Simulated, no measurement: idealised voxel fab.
The following is a process module called voxel gate over fins.
Each square cell in cross-section cut measures 5 nm, and the section as a whole is 175 nm wide.
Throughout this document, each cross-section is represented as a grid of square cells and is presented as a sequence of bands enumerated from the top downward, where a band comprises one or more rows of cells.
First you get the band's top height and its bottom height, in nm, and then the materials it's made of, left to right, with each width in nm. If you see a single material with "all across", that one covers the band edge to edge. "empty" is empty space.
Height datum 0, below which the as-received substrate wafer is one material. Lowest band open at the bottom, running downward: "0 and below".
Per-row width for "30 to 40": begins at first number (top row of band), ends at second number (bottom row), increment between rows held constant.
Take "no modifications" at face value: in the step it is given for, the cross-section changed in none of its cells.
What "Closed void listing" gives you is every empty space of 8 cells or more that is cut off from the top. Each appears as width x height at distance, with the distance taken from the left edge and width, height and distance all in nm.
Past the settings on a step's line: simulator remark, on that step.
A step line may carry the setting "overlay nm", which, for steps involving a mask, states the distance by which the mask lay to the right of its intended position; negative values denote displacement to the left.

These are the steps we planned for the process:
1) RECEIVE with material Si
2) CONFORMAL_DEP with material SiN, thk nm 10
3) PATTERN with tone cover, mask id FINS, material resist, width nm 15, pitch nm 35, thk nm 20, overlay nm 0
4) DIRECTIONAL_ETCH with etch materials SiN, depth nm 10
5) DIRECTIONAL_ETCH with etch materials Si, depth nm 30
6) STRIP with etch materials resist
7) OXIDIZE with depth nm 5
8) FILL_DEP with material SiO2, thk nm 15
9) CMP with height nm 10
10) SELECTIVE_ETCH with etch materials SiO2, depth nm 25
11) STRIP with etch materials SiN
12) CONFORMAL_DEP with material HfO2, thk nm 5
13) CONFORMAL_DEP with material TiN, thk nm 5
14) CONFORMAL_DEP with material TiAl, thk nm 5
15) CONFORMAL_DEP with material TiN, thk nm 5
16) FILL_DEP with material W, thk nm 15
17) CMP with height nm 30
18) CONFORMAL_DEP with material SiCN, thk nm 10

On the first of the two wafers: run conducted according to plan:

Cross-section, incoming material, after step 1:
	0 and below  Si all across
	Closed void listing: none

After step 2: wafer cross-section:
	10 down to 0  SiN all across
	Below 0 it's all the same as before, nothing changed down there.

After step 3: wafer cross-section:
	30 down to 10  empty=45, resist=15, empty=20, resist=15, empty=20, resist=15, empty=45
	Below 10 it's all the same as before, nothing changed down there.

After step 4: wafer cross-section:
	30 down to 10  empty=45, resist=15, empty=20, resist=15, empty=20, resist=15, empty=45
	10 down to 0  empty=45, SiN=15, empty=20, SiN=15, empty=20, SiN=15, empty=45
	Below 0 it's all the same as before, nothing changed down there.

After step 5: wafer cross-section:
	30 down to 10  empty=45, resist=15, empty=20, resist=15, empty=20, resist=15, empty=45
	10 down to 0  empty=45, SiN=15, empty=20, SiN=15, empty=20, SiN=15, empty=45
	0 down to -30  empty=45, Si=15, empty=20, Si=15, empty=20, Si=15, empty=45
	Below -30 it's all the same as before, nothing changed down there.

After step 6: wafer cross-section:
	10 down to 0  empty=45, SiN=15, empty=20, SiN=15, empty=20, SiN=15, empty=45
	Below 0 it's all the same as before, nothing changed down there.

After step 7: wafer cross-section:
	10 down to 0  empty=45, SiN=15, empty=20, SiN=15, empty=20, SiN=15, empty=45
	0 down to -30  empty=45, SiO2=5, Si=5, SiO2=5, empty=20, SiO2=5, Si=5, SiO2=5, empty=20, SiO2=5, Si=5, SiO2=5, empty=45
	-30 down to -35  SiO2=50, Si=5, SiO2=30, Si=5, SiO2=30, Si=5, SiO2=50
	Below -35 it's all the same as before, nothing changed down there.

After step 8: wafer cross-section:
	25 down to 10  SiO2 all across
	10 down to 0  SiO2=45, SiN=15, SiO2=20, SiN=15, SiO2=20, SiN=15, SiO2=45
	0 down to -35  SiO2=50, Si=5, SiO2=30, Si=5, SiO2=30, Si=5, SiO2=50
	Below -35 it's all the same as before, nothing changed down there.

After step 9: wafer cross-section:
	10 down to 0  SiO2=45, SiN=15, SiO2=20, SiN=15, SiO2=20, SiN=15, SiO2=45
	Below 0 it's all the same as before, nothing changed down there.

After step 10: wafer cross-section:
	10 down to 0  empty=45, SiN=15, empty=20, SiN=15, empty=20, SiN=15, empty=45
	0 down to -15  empty=50, Si=5, empty=30, Si=5, empty=30, Si=5, empty=50
	Below -15 it's all the same as before, nothing changed down there.

After step 11: wafer cross-section:
	0 down to -15  empty=50, Si=5, empty=30, Si=5, empty=30, Si=5, empty=50
	Below -15 it's all the same as before, nothing changed down there.

After step 12: wafer cross-section:
	5 down to 0  empty=45, HfO2=15, empty=20, HfO2=15, empty=20, HfO2=15, empty=45
	0 down to -10  empty=45, HfO2=5, Si=5, HfO2=5, empty=20, HfO2=5, Si=5, HfO2=5, empty=20, HfO2=5, Si=5, HfO2=5, empty=45
	-10 down to -15  HfO2=50, Si=5, HfO2=30, Si=5, HfO2=30, Si=5, HfO2=50
	Below -15 it's all the same as before, nothing changed down there.

After step 13: wafer cross-section:
	10 down to 5  empty=40, TiN=25, empty=10, TiN=25, empty=10, TiN=25, empty=40
	5 down to 0  empty=40, TiN=5, HfO2=15, TiN=5, empty=10, TiN=5, HfO2=15, TiN=5, empty=10, TiN=5, HfO2=15, TiN=5, empty=40
	0 down to -5  empty=40, TiN=5, HfO2=5, Si=5, HfO2=5, TiN=5, empty=10, TiN=5, HfO2=5, Si=5, HfO2=5, TiN=5, empty=10, TiN=5, HfO2=5, Si=5, HfO2=5, TiN=5, empty=40
	-5 down to -10  TiN=45, HfO2=5, Si=5, HfO2=5, TiN=20, HfO2=5, Si=5, HfO2=5, TiN=20, HfO2=5, Si=5, HfO2=5, TiN=45
	Below -10 it's all the same as before, nothing changed down there.

After step 14: wafer cross-section:
	15 down to 10  empty=35, TiAl=105, empty=35
	10 down to 5  empty=35, TiAl=5, TiN=25, TiAl=10, TiN=25, TiAl=10, TiN=25, TiAl=5, empty=35
	5 down to 0  empty=35, TiAl=5, TiN=5, HfO2=15, TiN=5, TiAl=10, TiN=5, HfO2=15, TiN=5, TiAl=10, TiN=5, HfO2=15, TiN=5, TiAl=5, empty=35
	0 down to -5  TiAl=40, TiN=5, HfO2=5, Si=5, HfO2=5, TiN=5, TiAl=10, TiN=5, HfO2=5, Si=5, HfO2=5, TiN=5, TiAl=10, TiN=5, HfO2=5, Si=5, HfO2=5, TiN=5, TiAl=40
	Below -5 it's all the same as before, nothing changed down there.

After step 15: wafer cross-section:
	20 down to 15  empty=30, TiN=115, empty=30
	15 down to 10  empty=30, TiN=5, TiAl=105, TiN=5, empty=30
	10 down to 5  empty=30, TiN=5, TiAl=5, TiN=25, TiAl=10, TiN=25, TiAl=10, TiN=25, TiAl=5, TiN=5, empty=30
	5 down to 0  TiN=35, TiAl=5, TiN=5, HfO2=15, TiN=5, TiAl=10, TiN=5, HfO2=15, TiN=5, TiAl=10, TiN=5, HfO2=15, TiN=5, TiAl=5, TiN=35
	Below 0 it's all the same as before, nothing changed down there.

After step 16: wafer cross-section:
	35 down to 20  W all across
	20 down to 15  W=30, TiN=115, W=30
	15 down to 10  W=30, TiN=5, TiAl=105, TiN=5, W=30
	10 down to 5  W=30, TiN=5, TiAl=5, TiN=25, TiAl=10, TiN=25, TiAl=10, TiN=25, TiAl=5, TiN=5, W=30
	Below 5 it's all the same as before, nothing changed down there.

After step 17: wafer cross-section:
	30 down to 20  W all across
	Below 20 it's all the same as before, nothing changed down there.

After step 18: wafer cross-section:
	40 down to 30  SiCN all across
	Below 30 it's all the same as before, nothing changed down there.

Regarding the second of the two wafers: it shared the first wafer's starting condition and process plan, yet one error occurred during its execution. Its history coincides with that of the first wafer up to and including step 17:

Cross-section, second wafer, at the end time the plan gives for step 18:
	40 down to 20  W all across
	Below 20 it's all the same as before, nothing changed down there.
Diagnosis: in deviation from the planned setting, step 18 was conducted as CONFORMAL_DEP with material W, thk nm 10
Materials where the second wafer ends with more or fewer cells than the first: SiCN -70 | W +70
